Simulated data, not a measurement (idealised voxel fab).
process module | voxel lift off
cross-section cut | 215 nm wide | cells 5 nm
A cross-section is a grid of square cells, given in bands from the top down. A band is one or more rows of cells.
Each band's line starts with the height of the band's top and of its bottom, in nm. Then come its materials from left to right, each with its width in nm. One material with "throughout" fills the band from edge to edge. "air" is empty space.
Height 0 is the level under which the wafer as received is all one material. The lowest band goes on downwards, as in "0 down".
A width such as "30 to 40" changes by the same amount from each row of cells to the next, from the band's top row to its bottom row.
"no change" after a step means that no cell of the cross-section changed.
closed voids: empty space of 8 cells or more with no open way to the top, each as width x height at its distance from the left edge, in nm
after a step's settings: what the simulator itself notes on the step
overlay nm, on a step with a mask: how far to the right of its planned place the mask lay; to the left if negative
plan
1 op RECEIVE | material Si
2 op CONFORMAL_DEP | material SiO2 | thk nm 5
3 op PATTERN | tone open | mask id LINES | material resist | width nm 30 | pitch nm 45 | thk nm 25 | overlay nm -10
4 op DIRECTIONAL_DEP | material Ru | thk nm 10
5 op STRIP | etch materials resist
6 op CONFORMAL_DEP | material SiCN | thk nm 10
varied across the wafers: overlay nm of step 3. The plan shows the first wafer's value. All wafers start alike
first wafer as received, after step 1
  0 down: Si throughout
  closed voids: none
each wafer at the end: cells of each material gained (+) or lost (-) since it was received, then its closed voids
overlay nm -10 | +48 Ru | +112 SiCN | +43 SiO2 | closed voids: none
overlay nm -5 | +48 Ru | +112 SiCN | +43 SiO2 | closed voids: none
overlay nm 0 | +48 Ru | +112 SiCN | +43 SiO2 | closed voids: none
overlay nm 5 | +48 Ru | +112 SiCN | +43 SiO2 | closed voids: none
overlay nm 10 | +48 Ru | +112 SiCN | +43 SiO2 | closed voids: none
